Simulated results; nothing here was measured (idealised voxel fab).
process module | voxel capacitor over wiring
cross-section cut | 225 nm wide | cells 5 nm
A cross-section is a grid of square cells, given in bands from the top down. A band is one or more rows of cells.
Each band's line starts with the height of the band's top and of its bottom, in nm. Then come its materials from left to right, each with its width in nm. One material with "throughout" fills the band from edge to edge. "air" is empty space.
Height 0 is the level under which the wafer as received is all one material. The lowest band goes on downwards, as in "0 down".
A width such as "30 to 40" changes by the same amount from each row of cells to the next, from the band's top row to its bottom row.
"no change" after a step means that no cell of the cross-section changed.
closed voids: empty space of 8 cells or more with no open way to the top, each as width x height at its distance from the left edge, in nm
after a step's settings: what the simulator itself notes on the step
overlay nm, on a step with a mask: how far to the right of its planned place the mask lay; to the left if negative
plan
1 op RECEIVE | material Si
2 op CONFORMAL_DEP | material SiO2 | thk nm 10
3 op DIRECTIONAL_DEP | material TiN | thk nm 5
4 op DIRECTIONAL_DEP | material Ru | thk nm 15
5 op DIRECTIONAL_DEP | material aC | thk nm 10
6 op PATTERN | tone cover | mask id METAL_1 | material resist | width nm 30 | pitch nm 80 | thk nm 25 | overlay nm 0
7 op DIRECTIONAL_ETCH | etch materials aC | depth nm 10
8 op STRIP | etch materials resist
9 op DIRECTIONAL_ETCH | etch materials Ru | depth nm 15
10 op DIRECTIONAL_ETCH | etch materials TiN | depth nm 5
11 op STRIP | etch materials aC
12 op CONFORMAL_DEP | material SiCN | thk nm 5
13 op FILL_DEP | material lowk | thk nm 10
14 op CMP | height nm 30
15 op CONFORMAL_DEP | material SiCN | thk nm 5
16 op DIRECTIONAL_DEP | material SiO2 | thk nm 20
17 op MASKED_ETCH | tone open | mask id PLUG_1 | width nm 15 | etch materials SiO2 | depth nm 20 | overlay nm 0
18 op MASKED_ETCH | tone open | mask id PLUG_1 | width nm 15 | etch materials SiCN | depth nm 5 | overlay nm 0
19 op EPI | material Ru | thk nm 10
20 op EPI | material Ru | thk nm 10
21 op EPI | material Ru | thk nm 5
22 op DIRECTIONAL_DEP | material TiN | thk nm 10
23 op DIRECTIONAL_DEP | material Al2O3 | thk nm 5
24 op DIRECTIONAL_DEP | material TiN | thk nm 5
25 op DIRECTIONAL_DEP | material aC | thk nm 10
26 op PATTERN | tone cover | mask id UPPER_PLATE | material resist | width nm 55 | thk nm 30 | overlay nm 0
27 op DIRECTIONAL_ETCH | etch materials aC | depth nm 10
28 op STRIP | etch materials resist
29 op DIRECTIONAL_ETCH | etch materials TiN | depth nm 5
30 op DIRECTIONAL_ETCH | etch materials Al2O3 | depth nm 5
31 op STRIP | etch materials aC
32 op PATTERN | tone cover | mask id LOWER_PLATE | material resist | width nm 65 | thk nm 15 | overlay nm 0
33 op DIRECTIONAL_ETCH | etch materials TiN | depth nm 10
34 op STRIP | etch materials resist
35 op FILL_DEP | material SiO2 | thk nm 20
36 op CMP | height nm 90
37 op PATTERN | tone open | mask id PLUG_2 | material resist | width nm 15 | thk nm 20 | overlay nm 0
38 op DIRECTIONAL_ETCH | etch materials SiO2 | depth nm 15
39 op STRIP | etch materials resist
40 op CONFORMAL_DEP | material TiN | thk nm 5
41 op FILL_DEP | material Cu | thk nm 10
42 op CMP | height nm 90
43 op CONFORMAL_DEP | material SiCN | thk nm 5
varied across the wafers: width nm of step 17. The plan shows the first wafer's value. All wafers start alike
first wafer as received, after step 1
  0 down: Si throughout
  closed voids: none
each wafer at the end: cells of each material gained (+) or lost (-) since it was received, then its closed voids
width nm 15 | +11 Al2O3 | +2 Cu | +51 Ru | +132 SiCN | +516 SiO2 | +56 TiN | +87 lowk | closed voids: none
width nm 20 | +11 Al2O3 | +2 Cu | +55 Ru | +132 SiCN | +512 SiO2 | +56 TiN | +87 lowk | closed voids: none
width nm 25 | +11 Al2O3 | +2 Cu | +59 Ru | +132 SiCN | +508 SiO2 | +56 TiN | +87 lowk | closed voids: none
width nm 30 | +11 Al2O3 | +2 Cu | +63 Ru | +132 SiCN | +504 SiO2 | +56 TiN | +87 lowk | closed voids: none
